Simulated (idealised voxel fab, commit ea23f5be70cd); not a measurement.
process module | voxel gate over fins
cross-section cut | 220 nm wide | cells 5 nm
A cross-section is a grid of square cells, given in bands from the top down. A band is one or more rows of cells.
Each band's line starts with the height of the band's top and of its bottom, in nm. Then come its materials from left to right, each with its width in nm. One material with "throughout" fills the band from edge to edge. "air" is empty space.
Height 0 is the level under which the wafer as received is all one material. The lowest band goes on downwards, as in "0 down".
A width such as "30 to 40" changes by the same amount from each row of cells to the next, from the band's top row to its bottom row.
"no change" after a step means that no cell of the cross-section changed.
closed voids: empty space of 8 cells or more with no open way to the top, each as width x height at its distance from the left edge, in nm
after a step's settings: what the simulator itself notes on the step
overlay nm, on a step with a mask: how far to the right of its planned place the mask lay; to the left if negative
plan
1 op RECEIVE | material Si
2 op CONFORMAL_DEP | material SiN | thk nm 10
3 op PATTERN | tone cover | mask id FINS | material resist | width nm 15 | pitch nm 45 | thk nm 15 | overlay nm -15
4 op DIRECTIONAL_ETCH | etch materials SiN | depth nm 10
5 op DIRECTIONAL_ETCH | etch materials Si | depth nm 40
6 op STRIP | etch materials resist
7 op FILL_DEP | material SiO2 | thk nm 15
8 op CMP | height nm 10
9 op SELECTIVE_ETCH | etch materials SiO2 | depth nm 20
10 op STRIP | etch materials SiN
11 op CONFORMAL_DEP | material HfO2 | thk nm 5
12 op CONFORMAL_DEP | material TiN | thk nm 5
13 op CONFORMAL_DEP | material TiAl | thk nm 5
14 op CONFORMAL_DEP | material TiN | thk nm 5
15 op FILL_DEP | material W | thk nm 15
16 op CMP | height nm 30
17 op CONFORMAL_DEP | material SiCN | thk nm 10
varied across the wafers: overlay nm of step 3. The plan shows the first wafer's value. All wafers start alike
first wafer as received, after step 1
  0 down: Si throughout
  closed voids: none
each wafer at the end: cells of each material gained (+) or lost (-) since it was received, then its closed voids
overlay nm -15 | +60 HfO2 | -256 Si | +88 SiCN | +192 SiO2 | +60 TiAl | +108 TiN | +100 W | closed voids: none
overlay nm -10 | +60 HfO2 | -256 Si | +88 SiCN | +192 SiO2 | +60 TiAl | +108 TiN | +100 W | closed voids: none
overlay nm -5 | +60 HfO2 | -256 Si | +88 SiCN | +192 SiO2 | +60 TiAl | +108 TiN | +100 W | closed voids: none
overlay nm 0 | +60 HfO2 | -256 Si | +88 SiCN | +192 SiO2 | +60 TiAl | +108 TiN | +100 W | closed voids: none
overlay nm 5 | +60 HfO2 | -256 Si | +88 SiCN | +192 SiO2 | +60 TiAl | +108 TiN | +100 W | closed voids: none
overlay nm 10 | +60 HfO2 | -256 Si | +88 SiCN | +192 SiO2 | +60 TiAl | +108 TiN | +100 W | closed voids: none
overlay nm 15 | +60 HfO2 | -256 Si | +88 SiCN | +192 SiO2 | +60 TiAl | +108 TiN | +100 W | closed voids: none
